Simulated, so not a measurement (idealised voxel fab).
voxel capacitor over wiring: a process module
Xsec cut, 285 nm wide, square cell size 5 nm.
The cross-sections in this document take the form of a grid made of square cells. They are written out as bands, in order from top to bottom. Each band consists of one or more rows of cells.
Read a band's entry like this: the first values are the height of its top and the height of its bottom in nm, and what follows is the sequence of materials from left to right, each with its width in nm. Note that "empty" is empty space, and that a single material marked "all across" reaches across the band from edge to edge.
Height reference: 0 = level under which incoming wafer is all one material. Lowest band: no bottom, runs on downward, e.g. "0 -> down".
The two numbers in a width such as "30 to 40" mark its ends across the band: the first belongs to the top row of cells, the second to the bottom row, and from each row to the next the width moves by the same amount.
Where the words "nothing altered" appear for a step, the cross-section shows no cell changed by that step; every cell remained as before.
Unvented cavities: empty space of 8 cells or more with no open way to the top, each as width x height at its distance from the left edge, in nm
What comes after the settings on a step's line is commentary from the simulator itself on that step.
overlay nm: how far to the right of its planned place the mask lay on this masked step (negative: to the left).
### This section lists the process steps that were planned
1 RECEIVE: material Si
2 CONFORMAL_DEP: material SiO2, thk nm 15
3 DIRECTIONAL_DEP: material TiN, thk nm 5
4 DIRECTIONAL_DEP: material W, thk nm 25
5 MASKED_ETCH: tone cover, mask id METAL_1, width nm 20, pitch nm 85, etch materials W, depth nm 25, overlay nm 0
6 MASKED_ETCH: tone cover, mask id METAL_1, width nm 20, pitch nm 85, etch materials TiN, depth nm 5, overlay nm 0
7 CONFORMAL_DEP: material SiCN, thk nm 5
8 FILL_DEP: material SiO2, thk nm 5
9 CMP: height nm 45
10 CONFORMAL_DEP: material SiCN, thk nm 5
11 DIRECTIONAL_DEP: material SiO2, thk nm 15
12 PATTERN: tone open, mask id PLUG_1, material resist, width nm 15, thk nm 20, overlay nm 0
13 DIRECTIONAL_ETCH: etch materials SiO2, depth nm 15
14 DIRECTIONAL_ETCH: etch materials SiCN, depth nm 5
15 STRIP: etch materials resist
16 EPI: material Ru, thk nm 10
17 EPI: material Ru, thk nm 10
18 DIRECTIONAL_DEP: material TiN, thk nm 5
19 DIRECTIONAL_DEP: material SiN, thk nm 5
20 DIRECTIONAL_DEP: material TiN, thk nm 5
21 MASKED_ETCH: tone cover, mask id UPPER_PLATE, width nm 70, etch materials TiN, depth nm 5, overlay nm 0
22 MASKED_ETCH: tone cover, mask id UPPER_PLATE, width nm 70, etch materials SiN, depth nm 5, overlay nm 0
23 MASKED_ETCH: tone cover, mask id LOWER_PLATE, width nm 80, etch materials TiN, depth nm 5, overlay nm 0
24 FILL_DEP: material SiO2, thk nm 20
25 CMP: height nm 95
26 PATTERN: tone open, mask id PLUG_2, material resist, width nm 15, thk nm 15, overlay nm 0
27 DIRECTIONAL_ETCH: etch materials SiO2, depth nm 15
28 STRIP: etch materials resist
29 CONFORMAL_DEP: material TiN, thk nm 5
30 FILL_DEP: material Cu, thk nm 5
31 CMP: height nm 95
32 CONFORMAL_DEP: material SiN, thk nm 5
### Wafer at receipt (post step 1), cross-section
* 0 -> down = Si all across
* Unvented cavities: none
### Wafer at module end, in section. Began as above, planned as above, run with one mistake
* 100 -> 95 = SiN all across
* 95 -> 85 = 105 to 95 SiO2 | 15 to 25 TiN | 165 SiO2
* 85 -> 80 = 95 SiO2 | 25 SiN | 165 SiO2
* 80 -> 75 = 90 SiO2 | 75 TiN | 120 SiO2
* 75 -> 70 = 85 SiO2 | 35 Ru | 45 SiN | 120 SiO2
* 70 -> 65 = 85 SiO2 | 35 Ru | 50 TiN | 115 SiO2
* 65 -> 50 = 95 SiO2 | 15 Ru | 175 SiO2
* 50 -> 45 = 95 SiCN | 15 Ru | 175 SiCN
* 45 -> 20 = 85 SiO2 | 5 SiCN | 20 W | 5 SiCN | 55 SiO2 | 5 SiCN | 20 W | 5 SiCN | 85 SiO2
* 20 -> 15 = 90 SiCN | 20 TiN | 65 SiCN | 20 TiN | 90 SiCN
* 15 -> 0 = SiO2 all across
* 0 -> down = Si all across
* Unvented cavities: none
Where did the run depart from the plan? of the identical steps 16 and 17, one was run twice, which one not being known
